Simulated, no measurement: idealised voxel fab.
The following process module bears the name voxel transistor to metal.
It is cross-section cut that appears here, measuring 140 nm in width, its square cells being 5 nm in size.
Cross-section format: a grid of square cells, given as bands from top to bottom; each band is one or more rows of cells.
Within each band entry, the heights of the top and of the bottom of the band appear first, in that order and in nm; the materials of the band then follow from left to right, each with its corresponding width in nm. The designation "all across" on a single material indicates that it fills the band from edge to edge; the designation "air" indicates empty space.
Heights are reckoned from 0. Under this level, the received wafer is all of one material. The bottommost band is open-ended downward, for example "from 0 down".
Note: "30..40" means the width goes from the first number (top row of the band) to the second number (bottom row) in equal steps per row of cells.
Step marked "nothing different"? Then no cell in the cross-section changed in it.
The list in "Cavities, closed" covers empty spaces of 8 cells or more that cannot reach the top through any open way, and it gives each as width x height at distance; the distance is from the left edge, and width, height and distance are in nm.
Heads up: the bit after the settings on a step's line is the simulator's remark on that step.
overlay nm: where the mask lay relative to plan, measured to the right, on steps with a mask; negatives go left.
Read the rest as pairs. Take the cross-section before one process step, then the cross-section after it, which shows only down to the lowest band that changed. Under the pair, find the step between them and its settings. Bear in mind that pairs may come from different runs of this module on the same starting wafer: link a pair to the pair above it only where its entry headed "Pre-step section" says to.
Pre-step section:
    from 30 to 15 = air: 50, then SiN: 5, then SiCN: 25, then SiN: 5, then air: 55
    from 15 to 0 = air: 50, then SiN: 5, then polySi: 25, then SiN: 5, then air: 55
    from 0 to -5 = air: 10, then SiN: 5, then air: 35, then SiN: 5, then polySi: 25, then SiN: 5, then air: 35, then SiN: 5, then air: 15
    from -5 to -10 = SiO2: 15, then air: 35, then SiO2: 35, then air: 35, then SiO2: 20
    from -10 to -70 = SiO2: 20, then Si: 95, then SiO2: 25
    from -70 down = Si all across
    Cavities, closed: none
Section After Processing:
    from 30 to 15 = air: 50, then SiN: 5, then SiCN: 25, then SiN: 5, then air: 55
    from 15 to 0 = air: 50, then SiN: 5, then polySi: 25, then SiN: 5, then air: 55
    from 0 to -5 = air: 10, then SiN: 5, then air: 35, then SiN: 5, then polySi: 25, then SiN: 5, then air: 35, then SiN: 5, then air: 15
    from -5 to -10 = SiO2: 15, then air: 35, then SiO2: 35, then air: 35, then SiO2: 20
    from -10 to -15 = SiO2: 20, then air: 30, then Si: 35, then air: 30, then SiO2: 25
    Whatever lies below -15 is exactly as it was before.
    Cavities, closed: none
What process step lies between the two cross-sections above? DIRECTIONAL_ETCH | etch materials Si | depth nm 5
Pre-step section: The initial state for this step is given by the after cross-section of the immediately preceding pair.
Section After Processing:
    from 30 to 15 = air: 50, then SiN: 5, then SiCN: 25, then SiN: 5, then air: 55
    from 15 to 0 = air: 50, then SiN: 5, then polySi: 25, then SiN: 5, then air: 55
    from 0 to -5 = air: 10, then SiN: 5, then air: 25, then pSi: 10, then SiN: 5, then polySi: 25, then SiN: 5, then pSi: 10, then air: 25, then SiN: 5, then air: 15
    from -5 to -10 = SiO2: 15, then pSi: 35, then SiO2: 35, then pSi: 35, then SiO2: 20
    from -10 to -15 = SiO2: 20, then pSi: 30, then Si: 35, then pSi: 30, then SiO2: 25
    Whatever lies below -15 is exactly as it was before.
    Cavities, closed: none
What process step lies between the two cross-sections above? EPI | material pSi | thk nm 10
Pre-step section: The initial state for this step is given by the after cross-section of the immediately preceding pair.
Section After Processing:
    from 40 to 30 = SiO2 all across
    from 30 to 15 = SiO2: 50, then SiN: 5, then SiCN: 25, then SiN: 5, then SiO2: 55
    from 15 to 0 = SiO2: 50, then SiN: 5, then polySi: 25, then SiN: 5, then SiO2: 55
    from 0 to -5 = SiO2: 10, then SiN: 5, then SiO2: 25, then pSi: 10, then SiN: 5, then polySi: 25, then SiN: 5, then pSi: 10, then SiO2: 25, then SiN: 5, then SiO2: 15
    Whatever lies below -5 is exactly as it was before.
    Cavities, closed: none
What process step lies between the two cross-sections above? FILL_DEP | material SiO2 | thk nm 10
Pre-step section: The initial state for this step is given by the after cross-section of the immediately preceding pair.
Section After Processing:
    from 15 to 0 = SiO2: 50, then SiN: 5, then polySi: 25, then SiN: 5, then SiO2: 55
    Whatever lies below 0 is exactly as it was before.
    Cavities, closed: none
What process step lies between the two cross-sections above? CMP | height nm 15
Pre-step section: The initial state for this step is given by the after cross-section of the immediately preceding pair.
Section After Processing:
    from 15 to 0 = SiO2: 50, then SiN: 5, then air: 25, then SiN: 5, then SiO2: 55
    from 0 to -5 = SiO2: 10, then SiN: 5, then SiO2: 25, then pSi: 10, then SiN: 5, then air: 25, then SiN: 5, then pSi: 10, then SiO2: 25, then SiN: 5, then SiO2: 15
    Whatever lies below -5 is exactly as it was before.
    Cavities, closed: none
What process step lies between the two cross-sections above? STRIP | etch materials polySi
Pre-step section: The initial state for this step is given by the after cross-section of the immediately preceding pair.
Section After Processing:
    from 15 to 10 = air: 50, then SiN: 5, then air: 25, then SiN: 5, then air: 55
    from 10 to 0 = SiO2: 50, then SiN: 5, then air: 25, then SiN: 5, then SiO2: 55
    from 0 to -5 = SiO2: 10, then SiN: 5, then SiO2: 25, then pSi: 10, then SiN: 5, then air: 25, then SiN: 5, then pSi: 10, then SiO2: 25, then SiN: 5, then SiO2: 15
    from -5 to -10 = SiO2: 15, then pSi: 35, then air: 35, then pSi: 35, then SiO2: 20
    Whatever lies below -10 is exactly as it was before.
    Cavities, closed: none
What process step lies between the two cross-sections above? SELECTIVE_ETCH | etch materials SiO2 | depth nm 5
Pre-step section: The initial state for this step is given by the after cross-section of the immediately preceding pair.
Section After Processing:
    from 20 to 15 = air: 45, then HfO2: 15, then air: 15, then HfO2: 15, then air: 50
    from 15 to 10 = HfO2: 50, then SiN: 5, then HfO2: 5, then air: 15, then HfO2: 5, then SiN: 5, then HfO2: 55
    from 10 to 0 = SiO2: 50, then SiN: 5, then HfO2: 5, then air: 15, then HfO2: 5, then SiN: 5, then SiO2: 55
    from 0 to -5 = SiO2: 10, then SiN: 5, then SiO2: 25, then pSi: 10, then SiN: 5, then HfO2: 5, then air: 15, then HfO2: 5, then SiN: 5, then pSi: 10, then SiO2: 25, then SiN: 5, then SiO2: 15
    from -5 to -10 = SiO2: 15, then pSi: 35, then HfO2: 35, then pSi: 35, then SiO2: 20
    Whatever lies below -10 is exactly as it was before.
    Cavities, closed: none
What process step lies between the two cross-sections above? CONFORMAL_DEP | material HfO2 | thk nm 5
Pre-step section: The initial state for this step is given by the after cross-section of the immediately preceding pair.
Section After Processing:
    from 25 to 20 = air: 40, then TiN: 25, then air: 5, then TiN: 25, then air: 45
    from 20 to 15 = TiN: 45, then HfO2: 15, then TiN: 5, then air: 5, then TiN: 5, then HfO2: 15, then TiN: 50
    from 15 to 10 = HfO2: 50, then SiN: 5, then HfO2: 5, then TiN: 5, then air: 5, then TiN: 5, then HfO2: 5, then SiN: 5, then HfO2: 55
    from 10 to 0 = SiO2: 50, then SiN: 5, then HfO2: 5, then TiN: 5, then air: 5, then TiN: 5, then HfO2: 5, then SiN: 5, then SiO2: 55
    from 0 to -5 = SiO2: 10, then SiN: 5, then SiO2: 25, then pSi: 10, then SiN: 5, then HfO2: 5, then TiN: 15, then HfO2: 5, then SiN: 5, then pSi: 10, then SiO2: 25, then SiN: 5, then SiO2: 15
    Whatever lies below -5 is exactly as it was before.
    Cavities, closed: none
What process step lies between the two cross-sections above? CONFORMAL_DEP | material TiN | thk nm 5
Pre-step section: The initial state for this step is given by the after cross-section of the immediately preceding pair.
Section After Processing:
    from 30 to 25 = W all across
    from 25 to 20 = W: 40, then TiN: 25, then W: 5, then TiN: 25, then W: 45
    from 20 to 15 = TiN: 45, then HfO2: 15, then TiN: 5, then W: 5, then TiN: 5, then HfO2: 15, then TiN: 50
    from 15 to 10 = HfO2: 50, then SiN: 5, then HfO2: 5, then TiN: 5, then W: 5, then TiN: 5, then HfO2: 5, then SiN: 5, then HfO2: 55
    from 10 to 0 = SiO2: 50, then SiN: 5, then HfO2: 5, then TiN: 5, then W: 5, then TiN: 5, then HfO2: 5, then SiN: 5, then SiO2: 55
    Whatever lies below 0 is exactly as it was before.
    Cavities, closed: none
What process step lies between the two cross-sections above? FILL_DEP | material W | thk nm 5
Pre-step section: The initial state for this step is given by the after cross-section of the immediately preceding pair.
Section After Processing:
    from 10 to 0 = SiO2: 50, then SiN: 5, then HfO2: 5, then TiN: 5, then W: 5, then TiN: 5, then HfO2: 5, then SiN: 5, then SiO2: 55
    Whatever lies below 0 is exactly as it was before.
    Cavities, closed: none
What process step lies between the two cross-sections above? CMP | height nm 10
Pre-step section: The initial state for this step is given by the after cross-section of the immediately preceding pair.
Section After Processing:
    from 20 to 10 = SiO2 all across
    Whatever lies below 10 is exactly as it was before.
    Cavities, closed: none
What process step lies between the two cross-sections above? DIRECTIONAL_DEP | material SiO2 | thk nm 10
Pre-step section: The initial state for this step is given by the after cross-section of the immediately preceding pair.
Section After Processing:
    from 35 to 20 = resist: 20, then air: 15, then resist: 65, then air: 15, then resist: 25
    Whatever lies below 20 is exactly as it was before.
    Cavities, closed: none
What process step lies between the two cross-sections above? PATTERN | tone open | mask id CONTACT | material resist | width nm 15 | pitch nm 80 | thk nm 15 | overlay nm 0
Pre-step section: The initial state for this step is given by the after cross-section of the immediately preceding pair.
Section After Processing:
    from 35 to 20 = resist: 20, then air: 15, then resist: 65, then air: 15, then resist: 25
    from 20 to 10 = SiO2: 20, then air: 15, then SiO2: 65, then air: 15, then SiO2: 25
    from 10 to 0 = SiO2: 20, then air: 15, then SiO2: 15, then SiN: 5, then HfO2: 5, then TiN: 5, then W: 5, then TiN: 5, then HfO2: 5, then SiN: 5, then SiO2: 15, then air: 15, then SiO2: 25
    from 0 to -5 = SiO2: 10, then SiN: 5, then SiO2: 5, then air: 15, then SiO2: 5, then pSi: 10, then SiN: 5, then HfO2: 5, then TiN: 15, then HfO2: 5, then SiN: 5, then pSi: 10, then SiO2: 5, then air: 15, then SiO2: 5, then SiN: 5, then SiO2: 15
    Whatever lies below -5 is exactly as it was before.
    Cavities, closed: none
What process step lies between the two cross-sections above? DIRECTIONAL_ETCH | etch materials SiO2 | depth nm 25
Pre-step section: The initial state for this step is given by the after cross-section of the immediately preceding pair.
Section After Processing:
    from 20 to 10 = SiO2: 20, then air: 15, then SiO2: 65, then air: 15, then SiO2: 25
    Whatever lies below 10 is exactly as it was before.
    Cavities, closed: none
What process step lies between the two cross-sections above? STRIP | etch materials resist
Pre-step section: The initial state for this step is given by the after cross-section of the immediately preceding pair.
Section After Processing:
    from 25 to 20 = TiN: 25, then air: 5, then TiN: 75, then air: 5, then TiN: 30
    from 20 to 10 = SiO2: 20, then TiN: 5, then air: 5, then TiN: 5, then SiO2: 65, then TiN: 5, then air: 5, then TiN: 5, then SiO2: 25
    from 10 to 0 = SiO2: 20, then TiN: 5, then air: 5, then TiN: 5, then SiO2: 15, then SiN: 5, then HfO2: 5, then TiN: 5, then W: 5, then TiN: 5, then HfO2: 5, then SiN: 5, then SiO2: 15, then TiN: 5, then air: 5, then TiN: 5, then SiO2: 25
    from 0 to -5 = SiO2: 10, then SiN: 5, then SiO2: 5, then TiN: 15, then SiO2: 5, then pSi: 10, then SiN: 5, then HfO2: 5, then TiN: 15, then HfO2: 5, then SiN: 5, then pSi: 10, then SiO2: 5, then TiN: 15, then SiO2: 5, then SiN: 5, then SiO2: 15
    Whatever lies below -5 is exactly as it was before.
    Cavities, closed: none
What process step lies between the two cross-sections above? CONFORMAL_DEP | material TiN | thk nm 5
Pre-step section: The initial state for this step is given by the after cross-section of the immediately preceding pair.
Section After Processing:
    from 35 to 25 = Ru all across
    from 25 to 20 = TiN: 25, then Ru: 5, then TiN: 75, then Ru: 5, then TiN: 30
    from 20 to 10 = SiO2: 20, then TiN: 5, then Ru: 5, then TiN: 5, then SiO2: 65, then TiN: 5, then Ru: 5, then TiN: 5, then SiO2: 25
    from 10 to 0 = SiO2: 20, then TiN: 5, then Ru: 5, then TiN: 5, then SiO2: 15, then SiN: 5, then HfO2: 5, then TiN: 5, then W: 5, then TiN: 5, then HfO2: 5, then SiN: 5, then SiO2: 15, then TiN: 5, then Ru: 5, then TiN: 5, then SiO2: 25
    Whatever lies below 0 is exactly as it was before.
    Cavities, closed: none
What process step lies between the two cross-sections above? FILL_DEP | material Ru | thk nm 10
Pre-step section: The initial state for this step is given by the after cross-section of the immediately preceding pair.
Section After Processing:
    from 20 to 10 = SiO2: 20, then TiN: 5, then Ru: 5, then TiN: 5, then SiO2: 65, then TiN: 5, then Ru: 5, then TiN: 5, then SiO2: 25
    Whatever lies below 10 is exactly as it was before.
    Cavities, closed: none
What process step lies between the two cross-sections above? CMP | height nm 20
Pre-step section: The initial state for this step is given by the after cross-section of the immediately preceding pair.
Section After Processing:
    from 25 to 20 = SiCN all across
    Whatever lies below 20 is exactly as it was before.
    Cavities, closed: none
What process step lies between the two cross-sections above? CONFORMAL_DEP | material SiCN | thk nm 5
Pre-step section: The initial state for this step is given by the after cross-section of the immediately preceding pair.
Section After Processing:
    from 45 to 25 = lowk all across
    Whatever lies below 25 is exactly as it was before.
    Cavities, closed: none
What process step lies between the two cross-sections above? DIRECTIONAL_DEP | material lowk | thk nm 20
Pre-step section: The initial state for this step is given by the after cross-section of the immediately preceding pair.
Section After Processing:
    from 60 to 45 = aC all across
    Whatever lies below 45 is exactly as it was before.
    Cavities, closed: none
What process step lies between the two cross-sections above? DIRECTIONAL_DEP | material aC | thk nm 15
Pre-step section: The initial state for this step is given by the after cross-section of the immediately preceding pair.
Section After Processing:
    from 90 to 60 = resist: 20, then air: 15, then resist: 65, then air: 15, then resist: 25
    Whatever lies below 60 is exactly as it was before.
    Cavities, closed: none
What process step lies between the two cross-sections above? PATTERN | tone open | mask id METAL_1 | material resist | width nm 15 | pitch nm 80 | thk nm 30 | overlay nm 0
Pre-step section: The initial state for this step is given by the after cross-section of the immediately preceding pair.
Section After Processing:
    from 75 to 60 = resist: 20, then air: 15, then resist: 65, then air: 15, then resist: 25
    from 60 to 45 = aC: 20, then air: 15, then aC: 65, then air: 15, then aC: 25
    Whatever lies below 45 is exactly as it was before.
    Cavities, closed: none
What process step lies between the two cross-sections above? DIRECTIONAL_ETCH | etch materials aC | depth nm 15
Pre-step section: The initial state for this step is given by the after cross-section of the immediately preceding pair.
Section After Processing:
    from 60 to 45 = aC: 20, then air: 15, then aC: 65, then air: 15, then aC: 25
    Whatever lies below 45 is exactly as it was before.
    Cavities, closed: none
What process step lies between the two cross-sections above? STRIP | etch materials resist
Pre-step section: The initial state for this step is given by the after cross-section of the immediately preceding pair.
Section After Processing:
    from 60 to 45 = aC: 20, then air: 15, then aC: 65, then air: 15, then aC: 25
    from 45 to 25 = lowk: 20, then air: 15, then lowk: 65, then air: 15, then lowk: 25
    Whatever lies below 25 is exactly as it was before.
    Cavities, closed: none
What process step lies between the two cross-sections above? DIRECTIONAL_ETCH | etch materials lowk | depth nm 20
Pre-step section: The initial state for this step is given by the after cross-section of the immediately preceding pair.
Section After Processing:
    from 60 to 45 = aC: 20, then air: 15, then aC: 65, then air: 15, then aC: 25
    from 45 to 25 = lowk: 20, then air: 15, then lowk: 65, then air: 15, then lowk: 25
    from 25 to 20 = SiCN: 20, then air: 15, then SiCN: 65, then air: 15, then SiCN: 25
    Whatever lies below 20 is exactly as it was before.
    Cavities, closed: none
What process step lies between the two cross-sections above? DIRECTIONAL_ETCH | etch materials SiCN | depth nm 5
Pre-step section: The initial state for this step is given by the after cross-section of the immediately preceding pair.
Section After Processing:
    from 45 to 25 = lowk: 20, then air: 15, then lowk: 65, then air: 15, then lowk: 25
    Whatever lies below 25 is exactly as it was before.
    Cavities, closed: none
What process step lies between the two cross-sections above? STRIP | etch materials aC
Pre-step section: The initial state for this step is given by the after cross-section of the immediately preceding pair.
Section After Processing:
    from 50 to 45 = TiN: 25, then air: 5, then TiN: 75, then air: 5, then TiN: 30
    from 45 to 25 = lowk: 20, then TiN: 5, then air: 5, then TiN: 5, then lowk: 65, then TiN: 5, then air: 5, then TiN: 5, then lowk: 25
    from 25 to 20 = SiCN: 20, then TiN: 15, then SiCN: 65, then TiN: 15, then SiCN: 25
    Whatever lies below 20 is exactly as it was before.
    Cavities, closed: none
What process step lies between the two cross-sections above? CONFORMAL_DEP | material TiN | thk nm 5
Pre-step section: The initial state for this step is given by the after cross-section of the immediately preceding pair.
Section After Processing:
    from 55 to 50 = Cu all across
    from 50 to 45 = TiN: 25, then Cu: 5, then TiN: 75, then Cu: 5, then TiN: 30
    from 45 to 25 = lowk: 20, then TiN: 5, then Cu: 5, then TiN: 5, then lowk: 65, then TiN: 5, then Cu: 5, then TiN: 5, then lowk: 25
    Whatever lies below 25 is exactly as it was before.
    Cavities, closed: none
What process step lies between the two cross-sections above? FILL_DEP | material Cu | thk nm 5
Pre-step section: The initial state for this step is given by the after cross-section of the immediately preceding pair.
Section After Processing:
    from 45 to 25 = lowk: 20, then TiN: 5, then Cu: 5, then TiN: 5, then lowk: 65, then TiN: 5, then Cu: 5, then TiN: 5, then lowk: 25
    Whatever lies below 25 is exactly as it was before.
    Cavities, closed: none
What process step lies between the two cross-sections above? CMP | height nm 45
Pre-step section: The initial state for this step is given by the after cross-section of the immediately preceding pair.
Section After Processing:
    from 50 to 45 = SiCN all across
    Whatever lies below 45 is exactly as it was before.
    Cavities, closed: none
What process step lies between the two cross-sections above? CONFORMAL_DEP | material SiCN | thk nm 5
Pre-step section: The initial state for this step is given by the after cross-section of the immediately preceding pair.
Section After Processing:
    from 85 to 50 = lowk all across
    Whatever lies below 50 is exactly as it was before.
    Cavities, closed: none
What process step lies between the two cross-sections above? DIRECTIONAL_DEP | material lowk | thk nm 35
Pre-step section: The initial state for this step is given by the after cross-section of the immediately preceding pair.
Section After Processing:
    from 100 to 85 = resist: 20, then air: 15, then resist: 65, then air: 15, then resist: 25
    Whatever lies below 85 is exactly as it was before.
    Cavities, closed: none
What process step lies between the two cross-sections above? PATTERN | tone open | mask id METAL_2 | material resist | width nm 15 | pitch nm 80 | thk nm 15 | overlay nm 0
Pre-step section: The initial state for this step is given by the after cross-section of the immediately preceding pair.
Section After Processing:
    from 100 to 85 = resist: 20, then air: 15, then resist: 65, then air: 15, then resist: 25
    from 85 to 65 = lowk: 20, then air: 15, then lowk: 65, then air: 15, then lowk: 25
    Whatever lies below 65 is exactly as it was before.
    Cavities, closed: none
What process step lies between the two cross-sections above? DIRECTIONAL_ETCH | etch materials lowk | depth nm 20
Pre-step section: The initial state for this step is given by the after cross-section of the immediately preceding pair.
Section After Processing:
    from 85 to 65 = lowk: 20, then air: 15, then lowk: 65, then air: 15, then lowk: 25
    Whatever lies below 65 is exactly as it was before.
    Cavities, closed: none
What process step lies between the two cross-sections above? STRIP | etch materials resist
Pre-step section: The initial state for this step is given by the after cross-section of the immediately preceding pair.
Section After Processing:
    from 85 to 50 = lowk: 20, then air: 15, then lowk: 65, then air: 15, then lowk: 25
    Whatever lies below 50 is exactly as it was before.
    Cavities, closed: none
What process step lies between the two cross-sections above? MASKED_ETCH | tone open | mask id METAL_2_HOLES | width nm 15 | pitch nm 80 | etch materials lowk | depth nm 15 | overlay nm 0
Pre-step section: The initial state for this step is given by the after cross-section of the immediately preceding pair.
Section After Processing:
    from 85 to 50 = lowk: 20, then air: 15, then lowk: 65, then air: 15, then lowk: 25
    from 50 to 45 = SiCN: 20, then air: 15, then SiCN: 65, then air: 15, then SiCN: 25
    Whatever lies below 45 is exactly as it was before.
    Cavities, closed: none
What process step lies between the two cross-sections above? MASKED_ETCH | tone open | mask id METAL_2_HOLES | width nm 15 | pitch nm 80 | etch materials SiCN | depth nm 5 | overlay nm 0
Pre-step section: The initial state for this step is given by the after cross-section of the immediately preceding pair.
Section After Processing:
    from 90 to 85 = TiN: 25, then air: 5, then TiN: 75, then air: 5, then TiN: 30
    from 85 to 50 = lowk: 20, then TiN: 5, then air: 5, then TiN: 5, then lowk: 65, then TiN: 5, then air: 5, then TiN: 5, then lowk: 25
    from 50 to 45 = SiCN: 20, then TiN: 15, then SiCN: 65, then TiN: 15, then SiCN: 25
    Whatever lies below 45 is exactly as it was before.
    Cavities, closed: none
What process step lies between the two cross-sections above? CONFORMAL_DEP | material TiN | thk nm 5
Pre-step section: The initial state for this step is given by the after cross-section of the immediately preceding pair.
Section After Processing:
    from 100 to 90 = Ru all across
    from 90 to 85 = TiN: 25, then Ru: 5, then TiN: 75, then Ru: 5, then TiN: 30
    from 85 to 50 = lowk: 20, then TiN: 5, then Ru: 5, then TiN: 5, then lowk: 65, then TiN: 5, then Ru: 5, then TiN: 5, then lowk: 25
    Whatever lies below 50 is exactly as it was before.
    Cavities, closed: none
What process step lies between the two cross-sections above? FILL_DEP | material Ru | thk nm 10
Pre-step section: The initial state for this step is given by the after cross-section of the immediately preceding pair.
Section After Processing:
    from 85 to 50 = lowk: 20, then TiN: 5, then Ru: 5, then TiN: 5, then lowk: 65, then TiN: 5, then Ru: 5, then TiN: 5, then lowk: 25
    Whatever lies below 50 is exactly as it was before.
    Cavities, closed: none
What process step lies between the two cross-sections above? CMP | height nm 85
Pre-step section: The initial state for this step is given by the after cross-section of the immediately preceding pair.
Section After Processing:
    from 90 to 85 = SiCN all across
    Whatever lies below 85 is exactly as it was before.
    Cavities, closed: none
What process step lies between the two cross-sections above? CONFORMAL_DEP | material SiCN | thk nm 5
Pre-step section:
    from 15 to 10 = air: 50, then SiN: 5, then air: 25, then SiN: 5, then air: 55
    from 10 to 0 = SiO2: 50, then SiN: 5, then air: 25, then SiN: 5, then SiO2: 55
    from 0 to -5 = SiO2: 10, then SiN: 5, then SiO2: 25, then pSi: 10, then SiN: 5, then air: 25, then SiN: 5, then pSi: 10, then SiO2: 25, then SiN: 5, then SiO2: 15
    from -5 to -10 = SiO2: 15, then pSi: 35, then air: 35, then pSi: 35, then SiO2: 20
    from -10 to -15 = SiO2: 20, then pSi: 30, then Si: 35, then pSi: 30, then SiO2: 25
    from -15 to -40 = SiO2: 20, then Si: 95, then SiO2: 25
    from -40 down = Si all across
    Cavities, closed: none
Section After Processing:
    from 20 to 15 = air: 45, then TiN: 15, then air: 15, then TiN: 15, then air: 50
    from 15 to 10 = TiN: 50, then SiN: 5, then TiN: 5, then air: 15, then TiN: 5, then SiN: 5, then TiN: 55
    from 10 to 0 = SiO2: 50, then SiN: 5, then TiN: 5, then air: 15, then TiN: 5, then SiN: 5, then SiO2: 55
    from 0 to -5 = SiO2: 10, then SiN: 5, then SiO2: 25, then pSi: 10, then SiN: 5, then TiN: 5, then air: 15, then TiN: 5, then SiN: 5, then pSi: 10, then SiO2: 25, then SiN: 5, then SiO2: 15
    from -5 to -10 = SiO2: 15, then pSi: 35, then TiN: 35, then pSi: 35, then SiO2: 20
    Whatever lies below -10 is exactly as it was before.
    Cavities, closed: none
What process step lies between the two cross-sections above? CONFORMAL_DEP | material TiN | thk nm 5
Pre-step section: The initial state for this step is given by the after cross-section of the immediately preceding pair.
Section After Processing:
    from 25 to 20 = air: 40, then HfO2: 25, then air: 5, then HfO2: 25, then air: 45
    from 20 to 15 = HfO2: 45, then TiN: 15, then HfO2: 5, then air: 5, then HfO2: 5, then TiN: 15, then HfO2: 50
    from 15 to 10 = TiN: 50, then SiN: 5, then TiN: 5, then HfO2: 5, then air: 5, then HfO2: 5, then TiN: 5, then SiN: 5, then TiN: 55
    from 10 to 0 = SiO2: 50, then SiN: 5, then TiN: 5, then HfO2: 5, then air: 5, then HfO2: 5, then TiN: 5, then SiN: 5, then SiO2: 55
    from 0 to -5 = SiO2: 10, then SiN: 5, then SiO2: 25, then pSi: 10, then SiN: 5, then TiN: 5, then HfO2: 15, then TiN: 5, then SiN: 5, then pSi: 10, then SiO2: 25, then SiN: 5, then SiO2: 15
    Whatever lies below -5 is exactly as it was before.
    Cavities, closed: none
What process step lies between the two cross-sections above? CONFORMAL_DEP | material HfO2 | thk nm 5
Pre-step section: The initial state for this step is given by the after cross-section of the immediately preceding pair.
Section After Processing:
    from 30 to 25 = W all across
    from 25 to 20 = W: 40, then HfO2: 25, then W: 5, then HfO2: 25, then W: 45
    from 20 to 15 = HfO2: 45, then TiN: 15, then HfO2: 5, then W: 5, then HfO2: 5, then TiN: 15, then HfO2: 50
    from 15 to 10 = TiN: 50, then SiN: 5, then TiN: 5, then HfO2: 5, then W: 5, then HfO2: 5, then TiN: 5, then SiN: 5, then TiN: 55
    from 10 to 0 = SiO2: 50, then SiN: 5, then TiN: 5, then HfO2: 5, then W: 5, then HfO2: 5, then TiN: 5, then SiN: 5, then SiO2: 55
    Whatever lies below 0 is exactly as it was before.
    Cavities, closed: none
What process step lies between the two cross-sections above? FILL_DEP | material W | thk nm 5
Pre-step section: The initial state for this step is given by the after cross-section of the immediately preceding pair.
Section After Processing:
    from 10 to 0 = SiO2: 50, then SiN: 5, then TiN: 5, then HfO2: 5, then W: 5, then HfO2: 5, then TiN: 5, then SiN: 5, then SiO2: 55
    Whatever lies below 0 is exactly as it was before.
    Cavities, closed: none
What process step lies between the two cross-sections above? CMP | height nm 10
Pre-step section: The initial state for this step is given by the after cross-section of the immediately preceding pair.
Section After Processing:
    from 20 to 10 = SiO2 all across
    Whatever lies below 10 is exactly as it was before.
    Cavities, closed: none
What process step lies between the two cross-sections above? DIRECTIONAL_DEP | material SiO2 | thk nm 10
Pre-step section: The initial state for this step is given by the after cross-section of the immediately preceding pair.
Section After Processing:
    from 35 to 20 = resist: 20, then air: 15, then resist: 65, then air: 15, then resist: 25
    Whatever lies below 20 is exactly as it was before.
    Cavities, closed: none
What process step lies between the two cross-sections above? PATTERN | tone open | mask id CONTACT | material resist | width nm 15 | pitch nm 80 | thk nm 15 | overlay nm 0
Pre-step section: The initial state for this step is given by the after cross-section of the immediately preceding pair.
Section After Processing:
    from 35 to 20 = resist: 20, then air: 15, then resist: 65, then air: 15, then resist: 25
    from 20 to 10 = SiO2: 20, then air: 15, then SiO2: 65, then air: 15, then SiO2: 25
    from 10 to 0 = SiO2: 20, then air: 15, then SiO2: 15, then SiN: 5, then TiN: 5, then HfO2: 5, then W: 5, then HfO2: 5, then TiN: 5, then SiN: 5, then SiO2: 15, then air: 15, then SiO2: 25
    from 0 to -5 = SiO2: 10, then SiN: 5, then SiO2: 5, then air: 15, then SiO2: 5, then pSi: 10, then SiN: 5, then TiN: 5, then HfO2: 15, then TiN: 5, then SiN: 5, then pSi: 10, then SiO2: 5, then air: 15, then SiO2: 5, then SiN: 5, then SiO2: 15
    Whatever lies below -5 is exactly as it was before.
    Cavities, closed: none
What process step lies between the two cross-sections above? DIRECTIONAL_ETCH | etch materials SiO2 | depth nm 25
Pre-step section: The initial state for this step is given by the after cross-section of the immediately preceding pair.
Section After Processing:
    from 20 to 10 = SiO2: 20, then air: 15, then SiO2: 65, then air: 15, then SiO2: 25
    Whatever lies below 10 is exactly as it was before.
    Cavities, closed: none
What process step lies between the two cross-sections above? STRIP | etch materials resist
Pre-step section: The initial state for this step is given by the after cross-section of the immediately preceding pair.
Section After Processing:
    from 25 to 20 = TiN: 25, then air: 5, then TiN: 75, then air: 5, then TiN: 30
    from 20 to 10 = SiO2: 20, then TiN: 5, then air: 5, then TiN: 5, then SiO2: 65, then TiN: 5, then air: 5, then TiN: 5, then SiO2: 25
    from 10 to 0 = SiO2: 20, then TiN: 5, then air: 5, then TiN: 5, then SiO2: 15, then SiN: 5, then TiN: 5, then HfO2: 5, then W: 5, then HfO2: 5, then TiN: 5, then SiN: 5, then SiO2: 15, then TiN: 5, then air: 5, then TiN: 5, then SiO2: 25
    from 0 to -5 = SiO2: 10, then SiN: 5, then SiO2: 5, then TiN: 15, then SiO2: 5, then pSi: 10, then SiN: 5, then TiN: 5, then HfO2: 15, then TiN: 5, then SiN: 5, then pSi: 10, then SiO2: 5, then TiN: 15, then SiO2: 5, then SiN: 5, then SiO2: 15
    Whatever lies below -5 is exactly as it was before.
    Cavities, closed: none
What process step lies between the two cross-sections above? CONFORMAL_DEP | material TiN | thk nm 5
Pre-step section: The initial state for this step is given by the after cross-section of the immediately preceding pair.
Section After Processing:
    from 35 to 25 = Ru all across
    from 25 to 20 = TiN: 25, then Ru: 5, then TiN: 75, then Ru: 5, then TiN: 30
    from 20 to 10 = SiO2: 20, then TiN: 5, then Ru: 5, then TiN: 5, then SiO2: 65, then TiN: 5, then Ru: 5, then TiN: 5, then SiO2: 25
    from 10 to 0 = SiO2: 20, then TiN: 5, then Ru: 5, then TiN: 5, then SiO2: 15, then SiN: 5, then TiN: 5, then HfO2: 5, then W: 5, then HfO2: 5, then TiN: 5, then SiN: 5, then SiO2: 15, then TiN: 5, then Ru: 5, then TiN: 5, then SiO2: 25
    Whatever lies below 0 is exactly as it was before.
    Cavities, closed: none
What process step lies between the two cross-sections above? FILL_DEP | material Ru | thk nm 10
Pre-step section: The initial state for this step is given by the after cross-section of the immediately preceding pair.
Section After Processing:
    from 20 to 10 = SiO2: 20, then TiN: 5, then Ru: 5, then TiN: 5, then SiO2: 65, then TiN: 5, then Ru: 5, then TiN: 5, then SiO2: 25
    Whatever lies below 10 is exactly as it was before.
    Cavities, closed: none
What process step lies between the two cross-sections above? CMP | height nm 20
Pre-step section: The initial state for this step is given by the after cross-section of the immediately preceding pair.
Section After Processing:
    from 25 to 20 = SiCN all across
    Whatever lies below 20 is exactly as it was before.
    Cavities, closed: none
What process step lies between the two cross-sections above? CONFORMAL_DEP | material SiCN | thk nm 5
Pre-step section: The initial state for this step is given by the after cross-section of the immediately preceding pair.
Section After Processing:
    from 45 to 25 = lowk all across
    Whatever lies below 25 is exactly as it was before.
    Cavities, closed: none
What process step lies between the two cross-sections above? DIRECTIONAL_DEP | material lowk | thk nm 20
Pre-step section: The initial state for this step is given by the after cross-section of the immediately preceding pair.
Section After Processing:
    from 60 to 45 = aC all across
    Whatever lies below 45 is exactly as it was before.
    Cavities, closed: none
What process step lies between the two cross-sections above? DIRECTIONAL_DEP | material aC | thk nm 15
Pre-step section: The initial state for this step is given by the after cross-section of the immediately preceding pair.
Section After Processing:
    from 90 to 60 = resist: 20, then air: 15, then resist: 65, then air: 15, then resist: 25
    Whatever lies below 60 is exactly as it was before.
    Cavities, closed: none
What process step lies between the two cross-sections above? PATTERN | tone open | mask id METAL_1 | material resist | width nm 15 | pitch nm 80 | thk nm 30 | overlay nm 0
